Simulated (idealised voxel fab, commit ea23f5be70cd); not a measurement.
process module | voxel self aligned vias
cross-section cut | 285 nm wide | cells 5 nm
A cross-section is a grid of square cells, given in bands from the top down. A band is one or more rows of cells.
Each band's line starts with the height of the band's top and of its bottom, in nm. Then come its materials from left to right, each with its width in nm. One material with "throughout" fills the band from edge to edge. "air" is empty space.
Height 0 is the level under which the wafer as received is all one material. The lowest band goes on downwards, as in "0 down".
A width such as "30 to 40" changes by the same amount from each row of cells to the next, from the band's top row to its bottom row.
"no change" after a step means that no cell of the cross-section changed.
closed voids: empty space of 8 cells or more with no open way to the top, each as width x height at its distance from the left edge, in nm
after a step's settings: what the simulator itself notes on the step
overlay nm, on a step with a mask: how far to the right of its planned place the mask lay; to the left if negative
plan
1 op RECEIVE | material Si
2 op CONFORMAL_DEP | material SiO2 | thk nm 15
3 op CONFORMAL_DEP | material SiCN | thk nm 5
4 op DIRECTIONAL_DEP | material SiO2 | thk nm 25
5 op DIRECTIONAL_DEP | material aC | thk nm 10
6 op PATTERN | tone open | mask id LINES | material resist | width nm 25 | pitch nm 65 | thk nm 25 | overlay nm 0
7 op DIRECTIONAL_ETCH | etch materials aC | depth nm 10
8 op STRIP | etch materials resist
9 op DIRECTIONAL_ETCH | etch materials SiO2 | depth nm 25
10 op STRIP | etch materials aC
11 op CONFORMAL_DEP | material TiN | thk nm 5
12 op FILL_DEP | material Ru | thk nm 5
13 op CMP | height nm 45
14 op SELECTIVE_ETCH | etch materials W Ru TiN | depth nm 10
15 op FILL_DEP | material SiN | thk nm 10
16 op CMP | height nm 45
17 op DIRECTIONAL_DEP | material SiO2 | thk nm 20
18 op PATTERN | tone open | mask id VIAS | material resist | width nm 45 | pitch nm 130 | thk nm 15 | overlay nm 0
19 op DIRECTIONAL_ETCH | etch materials SiO2 | depth nm 20
20 op DIRECTIONAL_ETCH | etch materials SiN | depth nm 10
21 op STRIP | etch materials resist
22 op CONFORMAL_DEP | material TiN | thk nm 5
23 op FILL_DEP | material Cu | thk nm 10
24 op CMP | height nm 65
25 op CONFORMAL_DEP | material SiCN | thk nm 5
as received, after step 1
  0 down: Si throughout
  closed voids: none
first wafer at the end, as planned
  70 to 65: SiCN throughout
  65 to 50: SiO2 55 | TiN 5 | Cu 35 | TiN 5 | SiO2 85 | TiN 5 | Cu 35 | TiN 5 | SiO2 55
  50 to 45: SiO2 55 | TiN 15 | Cu 15 | TiN 15 | SiO2 85 | TiN 15 | Cu 15 | TiN 15 | SiO2 55
  45 to 40: SiO2 65 | TiN 5 | Cu 15 | TiN 5 | SiO2 40 | SiN 25 | SiO2 40 | TiN 5 | Cu 15 | TiN 5 | SiO2 65
  40 to 35: SiO2 65 | TiN 25 | SiO2 40 | SiN 25 | SiO2 40 | TiN 25 | SiO2 65
  35 to 25: SiO2 65 | TiN 5 | Ru 15 | TiN 5 | SiO2 40 | TiN 5 | Ru 15 | TiN 5 | SiO2 40 | TiN 5 | Ru 15 | TiN 5 | SiO2 65
  25 to 20: SiO2 65 | TiN 25 | SiO2 40 | TiN 25 | SiO2 40 | TiN 25 | SiO2 65
  20 to 15: SiCN throughout
  15 to 0: SiO2 throughout
  0 down: Si throughout
  closed voids: none
second wafer at the end: like start, like plan, one mistake
  70 to 65: SiCN throughout
  65 to 50: SiO2 55 | TiN 5 | Cu 35 | TiN 5 | SiO2 85 | TiN 5 | Cu 35 | TiN 5 | SiO2 55
  50 to 45: SiO2 55 | TiN 15 | Cu 15 | TiN 15 | SiO2 85 | TiN 15 | Cu 15 | TiN 15 | SiO2 55
  45 to 40: SiO2 65 | TiN 5 | Cu 15 | TiN 5 | SiO2 40 | SiN 25 | SiO2 40 | TiN 5 | Cu 15 | TiN 5 | SiO2 65
  40 to 35: SiO2 65 | TiN 25 | SiO2 40 | SiN 25 | SiO2 40 | TiN 25 | SiO2 65
  35 to 30: SiCN throughout
  30 to 0: SiO2 throughout
  0 down: Si throughout
  closed voids: none
what went wrong: step 2 was run twice
at the end the second wafer has, in cells: 18 fewer of Ru | 45 more of SiO2 | 27 fewer of TiN
